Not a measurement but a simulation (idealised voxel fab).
process module | voxel self aligned vias
cross-section cut | 225 nm wide | cells 5 nm
A cross-section is a grid of square cells, given in bands from the top down. A band is one or more rows of cells.
Each band's line starts with the height of the band's top and of its bottom, in nm. Then come its materials from left to right, each with its width in nm. One material with "throughout" fills the band from edge to edge. "air" is empty space.
Height 0 is the level under which the wafer as received is all one material. The lowest band goes on downwards, as in "0 down".
A width such as "30 to 40" changes by the same amount from each row of cells to the next, from the band's top row to its bottom row.
"no change" after a step means that no cell of the cross-section changed.
closed voids: empty space of 8 cells or more with no open way to the top, each as width x height at its distance from the left edge, in nm
after a step's settings: what the simulator itself notes on the step
overlay nm, on a step with a mask: how far to the right of its planned place the mask lay; to the left if negative
plan
1 op RECEIVE | material Si
2 op CONFORMAL_DEP | material SiO2 | thk nm 15
3 op CONFORMAL_DEP | material SiCN | thk nm 5
4 op DIRECTIONAL_DEP | material lowk | thk nm 20
5 op PATTERN | tone open | mask id LINES | material resist | width nm 20 | pitch nm 65 | thk nm 15 | overlay nm 0
6 op DIRECTIONAL_ETCH | etch materials lowk | depth nm 20
7 op STRIP | etch materials resist
8 op CONFORMAL_DEP | material TiN | thk nm 5
9 op FILL_DEP | material Ru | thk nm 5
10 op CMP | height nm 40
11 op SELECTIVE_ETCH | etch materials W Ru TiN | depth nm 5
12 op FILL_DEP | material SiN | thk nm 10
13 op CMP | height nm 40
14 op DIRECTIONAL_DEP | material lowk | thk nm 15
15 op DIRECTIONAL_DEP | material aC | thk nm 15
16 op PATTERN | tone open | mask id VIAS | material resist | width nm 40 | pitch nm 65 | thk nm 35 | overlay nm 0
17 op DIRECTIONAL_ETCH | etch materials aC | depth nm 15
18 op STRIP | etch materials resist
19 op DIRECTIONAL_ETCH | etch materials lowk | depth nm 15
20 op DIRECTIONAL_ETCH | etch materials SiN | depth nm 5
21 op STRIP | etch materials aC
22 op CONFORMAL_DEP | material TiN | thk nm 5
23 op FILL_DEP | material W | thk nm 5
24 op CMP | height nm 55
25 op CONFORMAL_DEP | material SiCN | thk nm 5
first wafer, as planned
as received, after step 1
  0 down: Si throughout
  closed voids: none
after step 2
  15 to 0: SiO2 throughout
  below 0: unchanged
after step 3
  20 to 15: SiCN throughout
  below 15: unchanged
after step 4
  40 to 20: lowk throughout
  below 20: unchanged
after step 5
  55 to 40: resist 35 | air 20 | resist 45 | air 20 | resist 45 | air 20 | resist 40
  below 40: unchanged
after step 6
  55 to 40: resist 35 | air 20 | resist 45 | air 20 | resist 45 | air 20 | resist 40
  40 to 20: lowk 35 | air 20 | lowk 45 | air 20 | lowk 45 | air 20 | lowk 40
  below 20: unchanged
after step 7
  40 to 20: lowk 35 | air 20 | lowk 45 | air 20 | lowk 45 | air 20 | lowk 40
  below 20: unchanged
after step 8
  45 to 40: TiN 40 | air 10 | TiN 55 | air 10 | TiN 55 | air 10 | TiN 45
  40 to 25: lowk 35 | TiN 5 | air 10 | TiN 5 | lowk 45 | TiN 5 | air 10 | TiN 5 | lowk 45 | TiN 5 | air 10 | TiN 5 | lowk 40
  25 to 20: lowk 35 | TiN 20 | lowk 45 | TiN 20 | lowk 45 | TiN 20 | lowk 40
  below 20: unchanged
after step 9
  50 to 45: Ru throughout
  45 to 40: TiN 40 | Ru 10 | TiN 55 | Ru 10 | TiN 55 | Ru 10 | TiN 45
  40 to 25: lowk 35 | TiN 5 | Ru 10 | TiN 5 | lowk 45 | TiN 5 | Ru 10 | TiN 5 | lowk 45 | TiN 5 | Ru 10 | TiN 5 | lowk 40
  below 25: unchanged
after step 10
  40 to 25: lowk 35 | TiN 5 | Ru 10 | TiN 5 | lowk 45 | TiN 5 | Ru 10 | TiN 5 | lowk 45 | TiN 5 | Ru 10 | TiN 5 | lowk 40
  below 25: unchanged
after step 11
  40 to 35: lowk 35 | air 20 | lowk 45 | air 20 | lowk 45 | air 20 | lowk 40
  below 35: unchanged
after step 12
  50 to 40: SiN throughout
  40 to 35: lowk 35 | SiN 20 | lowk 45 | SiN 20 | lowk 45 | SiN 20 | lowk 40
  below 35: unchanged
after step 13
  40 to 35: lowk 35 | SiN 20 | lowk 45 | SiN 20 | lowk 45 | SiN 20 | lowk 40
  below 35: unchanged
after step 14
  55 to 40: lowk throughout
  below 40: unchanged
after step 15
  70 to 55: aC throughout
  below 55: unchanged
after step 16
  105 to 70: resist 25 | air 40 | resist 25 | air 40 | resist 25 | air 40 | resist 30
  below 70: unchanged
after step 17
  90 to 70: resist 25 | air 40 | resist 25 | air 40 | resist 25 | air 40 | resist 30
  70 to 55: aC 25 | air 40 | aC 25 | air 40 | aC 25 | air 40 | aC 30
  below 55: unchanged
after step 18
  70 to 55: aC 25 | air 40 | aC 25 | air 40 | aC 25 | air 40 | aC 30
  below 55: unchanged
after step 19
  70 to 55: aC 25 | air 40 | aC 25 | air 40 | aC 25 | air 40 | aC 30
  55 to 40: lowk 25 | air 40 | lowk 25 | air 40 | lowk 25 | air 40 | lowk 30
  below 40: unchanged
after step 20
  70 to 55: aC 25 | air 40 | aC 25 | air 40 | aC 25 | air 40 | aC 30
  55 to 40: lowk 25 | air 40 | lowk 25 | air 40 | lowk 25 | air 40 | lowk 30
  40 to 35: lowk 35 | air 20 | lowk 45 | air 20 | lowk 45 | air 20 | lowk 40
  below 35: unchanged
after step 21
  55 to 40: lowk 25 | air 40 | lowk 25 | air 40 | lowk 25 | air 40 | lowk 30
  below 40: unchanged
after step 22
  60 to 55: TiN 30 | air 30 | TiN 35 | air 30 | TiN 35 | air 30 | TiN 35
  55 to 45: lowk 25 | TiN 5 | air 30 | TiN 5 | lowk 25 | TiN 5 | air 30 | TiN 5 | lowk 25 | TiN 5 | air 30 | TiN 5 | lowk 30
  45 to 40: lowk 25 | TiN 15 | air 10 | TiN 15 | lowk 25 | TiN 15 | air 10 | TiN 15 | lowk 25 | TiN 15 | air 10 | TiN 15 | lowk 30
  40 to 35: lowk 35 | TiN 20 | lowk 45 | TiN 20 | lowk 45 | TiN 20 | lowk 40
  below 35: unchanged
after step 23
  65 to 60: W throughout
  60 to 55: TiN 30 | W 30 | TiN 35 | W 30 | TiN 35 | W 30 | TiN 35
  55 to 45: lowk 25 | TiN 5 | W 30 | TiN 5 | lowk 25 | TiN 5 | W 30 | TiN 5 | lowk 25 | TiN 5 | W 30 | TiN 5 | lowk 30
  45 to 40: lowk 25 | TiN 15 | W 10 | TiN 15 | lowk 25 | TiN 15 | W 10 | TiN 15 | lowk 25 | TiN 15 | W 10 | TiN 15 | lowk 30
  below 40: unchanged
after step 24
  55 to 45: lowk 25 | TiN 5 | W 30 | TiN 5 | lowk 25 | TiN 5 | W 30 | TiN 5 | lowk 25 | TiN 5 | W 30 | TiN 5 | lowk 30
  below 45: unchanged
after step 25
  60 to 55: SiCN throughout
  below 55: unchanged
second wafer: like start, like plan, one mistake. Through step 1 it matches the first wafer
when step 2 should have ended
  5 to 0: SiCN throughout
  below 0: unchanged
when step 3 should have ended
  20 to 5: SiO2 throughout
  below 5: unchanged
when step 4 should have ended
  40 to 20: lowk throughout
  below 20: unchanged
when step 5 should have ended
  55 to 40: resist 35 | air 20 | resist 45 | air 20 | resist 45 | air 20 | resist 40
  below 40: unchanged
when step 6 should have ended
  55 to 40: resist 35 | air 20 | resist 45 | air 20 | resist 45 | air 20 | resist 40
  40 to 20: lowk 35 | air 20 | lowk 45 | air 20 | lowk 45 | air 20 | lowk 40
  below 20: unchanged
when step 7 should have ended
  40 to 20: lowk 35 | air 20 | lowk 45 | air 20 | lowk 45 | air 20 | lowk 40
  below 20: unchanged
when step 8 should have ended
  45 to 40: TiN 40 | air 10 | TiN 55 | air 10 | TiN 55 | air 10 | TiN 45
  40 to 25: lowk 35 | TiN 5 | air 10 | TiN 5 | lowk 45 | TiN 5 | air 10 | TiN 5 | lowk 45 | TiN 5 | air 10 | TiN 5 | lowk 40
  25 to 20: lowk 35 | TiN 20 | lowk 45 | TiN 20 | lowk 45 | TiN 20 | lowk 40
  below 20: unchanged
when step 9 should have ended
  50 to 45: Ru throughout
  45 to 40: TiN 40 | Ru 10 | TiN 55 | Ru 10 | TiN 55 | Ru 10 | TiN 45
  40 to 25: lowk 35 | TiN 5 | Ru 10 | TiN 5 | lowk 45 | TiN 5 | Ru 10 | TiN 5 | lowk 45 | TiN 5 | Ru 10 | TiN 5 | lowk 40
  below 25: unchanged
when step 10 should have ended
  40 to 25: lowk 35 | TiN 5 | Ru 10 | TiN 5 | lowk 45 | TiN 5 | Ru 10 | TiN 5 | lowk 45 | TiN 5 | Ru 10 | TiN 5 | lowk 40
  below 25: unchanged
when step 11 should have ended
  40 to 35: lowk 35 | air 20 | lowk 45 | air 20 | lowk 45 | air 20 | lowk 40
  below 35: unchanged
when step 12 should have ended
  50 to 40: SiN throughout
  40 to 35: lowk 35 | SiN 20 | lowk 45 | SiN 20 | lowk 45 | SiN 20 | lowk 40
  below 35: unchanged
when step 13 should have ended
  40 to 35: lowk 35 | SiN 20 | lowk 45 | SiN 20 | lowk 45 | SiN 20 | lowk 40
  below 35: unchanged
when step 14 should have ended
  55 to 40: lowk throughout
  below 40: unchanged
when step 15 should have ended
  70 to 55: aC throughout
  below 55: unchanged
when step 16 should have ended
  105 to 70: resist 25 | air 40 | resist 25 | air 40 | resist 25 | air 40 | resist 30
  below 70: unchanged
when step 17 should have ended
  90 to 70: resist 25 | air 40 | resist 25 | air 40 | resist 25 | air 40 | resist 30
  70 to 55: aC 25 | air 40 | aC 25 | air 40 | aC 25 | air 40 | aC 30
  below 55: unchanged
when step 18 should have ended
  70 to 55: aC 25 | air 40 | aC 25 | air 40 | aC 25 | air 40 | aC 30
  below 55: unchanged
when step 19 should have ended
  70 to 55: aC 25 | air 40 | aC 25 | air 40 | aC 25 | air 40 | aC 30
  55 to 40: lowk 25 | air 40 | lowk 25 | air 40 | lowk 25 | air 40 | lowk 30
  below 40: unchanged
when step 20 should have ended
  70 to 55: aC 25 | air 40 | aC 25 | air 40 | aC 25 | air 40 | aC 30
  55 to 40: lowk 25 | air 40 | lowk 25 | air 40 | lowk 25 | air 40 | lowk 30
  40 to 35: lowk 35 | air 20 | lowk 45 | air 20 | lowk 45 | air 20 | lowk 40
  below 35: unchanged
when step 21 should have ended
  55 to 40: lowk 25 | air 40 | lowk 25 | air 40 | lowk 25 | air 40 | lowk 30
  below 40: unchanged
when step 22 should have ended
  60 to 55: TiN 30 | air 30 | TiN 35 | air 30 | TiN 35 | air 30 | TiN 35
  55 to 45: lowk 25 | TiN 5 | air 30 | TiN 5 | lowk 25 | TiN 5 | air 30 | TiN 5 | lowk 25 | TiN 5 | air 30 | TiN 5 | lowk 30
  45 to 40: lowk 25 | TiN 15 | air 10 | TiN 15 | lowk 25 | TiN 15 | air 10 | TiN 15 | lowk 25 | TiN 15 | air 10 | TiN 15 | lowk 30
  40 to 35: lowk 35 | TiN 20 | lowk 45 | TiN 20 | lowk 45 | TiN 20 | lowk 40
  below 35: unchanged
when step 23 should have ended
  65 to 60: W throughout
  60 to 55: TiN 30 | W 30 | TiN 35 | W 30 | TiN 35 | W 30 | TiN 35
  55 to 45: lowk 25 | TiN 5 | W 30 | TiN 5 | lowk 25 | TiN 5 | W 30 | TiN 5 | lowk 25 | TiN 5 | W 30 | TiN 5 | lowk 30
  45 to 40: lowk 25 | TiN 15 | W 10 | TiN 15 | lowk 25 | TiN 15 | W 10 | TiN 15 | lowk 25 | TiN 15 | W 10 | TiN 15 | lowk 30
  below 40: unchanged
when step 24 should have ended
  55 to 45: lowk 25 | TiN 5 | W 30 | TiN 5 | lowk 25 | TiN 5 | W 30 | TiN 5 | lowk 25 | TiN 5 | W 30 | TiN 5 | lowk 30
  below 45: unchanged
when step 25 should have ended
  60 to 55: SiCN throughout
  below 55: unchanged
what went wrong: steps 2 and 3 were swapped
at the end the second wafer has, in cells: as many of each material as the first, in other places
